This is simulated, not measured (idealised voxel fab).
The following is a process module called voxel capacitor over wiring.
This is section cut - it's 290 nm across, gridded in 5 nm square cells.
Cross-section = grid of square cells, listed top down in bands; band = one or more rows.
Per band: top height and bottom height in nm, followed by the left-to-right materials and their widths in nm; "full width" marks a single material spanning edge to edge, "air" marks empty space.
It should be noted that heights are counted from 0, beneath which the wafer as supplied is of one material throughout, and that the lowest band possesses no lower boundary but continues downward, as written in "0 and below".
Width "30 to 40": first value at the band's top row of cells, second value at its bottom row, equal change from row to row.
Basically "everything unchanged" means that step didn't change any cell in the cross-section.
"Entrapped void list" specifies each empty space that is not open to the top and that occupies no fewer than 8 cells, using the form width x height at distance, the distance measured from the left edge and all three quantities in nm.
That trailing text on a step's line, after the settings, is the simulator's own remark on the step.
The optional step-line setting "overlay nm" applies to steps with a mask and quantifies how far to the right of its planned location the mask lay, a negative value indicating leftward placement.

## Planned step list for the process
| 1 | RECEIVE with material Si |
| 2 | CONFORMAL_DEP with material SiO2, thk nm 15 |
| 3 | CONFORMAL_DEP with material SiN, thk nm 5 |
| 4 | DIRECTIONAL_DEP with material SiO2, thk nm 25 |
| 5 | PATTERN with tone open, mask id METAL_1, material resist, width nm 30, pitch nm 100, thk nm 20, overlay nm 0 |
| 6 | DIRECTIONAL_ETCH with etch materials SiO2, depth nm 25 |
| 7 | DIRECTIONAL_ETCH with etch materials SiN, depth nm 5 |
| 8 | STRIP with etch materials resist |
| 9 | CONFORMAL_DEP with material TiN, thk nm 5 |
| 10 | FILL_DEP with material Cu, thk nm 10 |
| 11 | CMP with height nm 45 |
| 12 | CONFORMAL_DEP with material SiCN, thk nm 5 |
| 13 | DIRECTIONAL_DEP with material SiO2, thk nm 15 |
| 14 | MASKED_ETCH with tone open, mask id PLUG_1, width nm 15, etch materials SiO2, depth nm 15, overlay nm 0 |
| 15 | MASKED_ETCH with tone open, mask id PLUG_1, width nm 15, etch materials SiCN, depth nm 5, overlay nm 0 |
| 16 | CONFORMAL_DEP with material TiN, thk nm 5 |
| 17 | FILL_DEP with material Cu, thk nm 10 |
| 18 | CMP with height nm 65 |
| 19 | DIRECTIONAL_DEP with material TiN, thk nm 10 |
| 20 | DIRECTIONAL_DEP with material Al2O3, thk nm 5 |
| 21 | DIRECTIONAL_DEP with material TiN, thk nm 10 |
| 22 | MASKED_ETCH with tone cover, mask id UPPER_PLATE, width nm 75, etch materials TiN, depth nm 10, overlay nm 0 |
| 23 | MASKED_ETCH with tone cover, mask id UPPER_PLATE, width nm 75, etch materials Al2O3, depth nm 5, overlay nm 0 |
| 24 | MASKED_ETCH with tone cover, mask id LOWER_PLATE, width nm 85, etch materials TiN, depth nm 10, overlay nm 0 |
| 25 | FILL_DEP with material SiO2, thk nm 20 |
| 26 | CMP with height nm 105 |
| 27 | PATTERN with tone open, mask id PLUG_2, material resist, width nm 15, thk nm 20, overlay nm 0 |
| 28 | DIRECTIONAL_ETCH with etch materials SiO2, depth nm 15 |
| 29 | STRIP with etch materials resist |
| 30 | CONFORMAL_DEP with material TiN, thk nm 5 |
| 31 | FILL_DEP with material W, thk nm 5 |
| 32 | CMP with height nm 105 |
| 33 | CONFORMAL_DEP with material SiCN, thk nm 5 |

## Step 1 complete: cross-section of the wafer as received
	0 and below = Si full width
	Entrapped void list: none

## Post-module cross-section of the first of two wafers (run per plan)
	110 down to 105 = SiCN full width
	105 down to 95 = SiO2 105 nm  TiN 5 nm  W 5 nm  TiN 5 nm  SiO2 170 nm
	95 down to 90 = SiO2 105 nm  TiN 15 nm  SiO2 170 nm
	90 down to 80 = SiO2 95 nm  TiN 75 nm  SiO2 120 nm
	80 down to 75 = SiO2 95 nm  Al2O3 75 nm  SiO2 120 nm
	75 down to 65 = SiO2 90 nm  TiN 85 nm  SiO2 115 nm
	65 down to 50 = SiO2 95 nm  TiN 5 nm  Cu 5 nm  TiN 5 nm  SiO2 180 nm
	50 down to 45 = SiCN 95 nm  TiN 15 nm  SiCN 180 nm
	45 down to 20 = SiO2 80 nm  TiN 5 nm  Cu 20 nm  TiN 5 nm  SiO2 70 nm  TiN 5 nm  Cu 20 nm  TiN 5 nm  SiO2 80 nm
	20 down to 15 = SiN 80 nm  TiN 30 nm  SiN 70 nm  TiN 30 nm  SiN 80 nm
	15 down to 0 = SiO2 full width
	0 and below = Si full width
	Entrapped void list: none

## Cross-section of the latter of the two wafers at module completion. It had an identical start and an identical plan to the former; in running it, one mistake was made
	110 down to 105 = SiCN full width
	105 down to 95 = SiO2 105 nm  TiN 5 nm  W 5 nm  TiN 5 nm  SiO2 170 nm
	95 down to 90 = SiO2 105 nm  TiN 15 nm  SiO2 170 nm
	90 down to 80 = SiCN full width
	80 down to 75 = Al2O3 full width
	75 down to 65 = TiN full width
	65 down to 50 = SiO2 95 nm  TiN 5 nm  Cu 5 nm  TiN 5 nm  SiO2 180 nm
	50 down to 45 = SiCN 95 nm  TiN 15 nm  SiCN 180 nm
	45 down to 20 = SiO2 80 nm  TiN 5 nm  Cu 20 nm  TiN 5 nm  SiO2 70 nm  TiN 5 nm  Cu 20 nm  TiN 5 nm  SiO2 80 nm
	20 down to 15 = SiN 80 nm  TiN 30 nm  SiN 70 nm  TiN 30 nm  SiN 80 nm
	15 down to 0 = SiO2 full width
	0 and below = Si full width
	Entrapped void list: none
Want to know what went wrong? so step 21 ended up running with a different setting than we planned, it ran as DIRECTIONAL_DEP with material SiCN, thk nm 10
It is noted that, at the conclusion of processing, the second wafer exhibits a higher or lower cell count for certain materials relative to the first: Al2O3 +43, SiCN +116, SiO2 -211, TiN +52
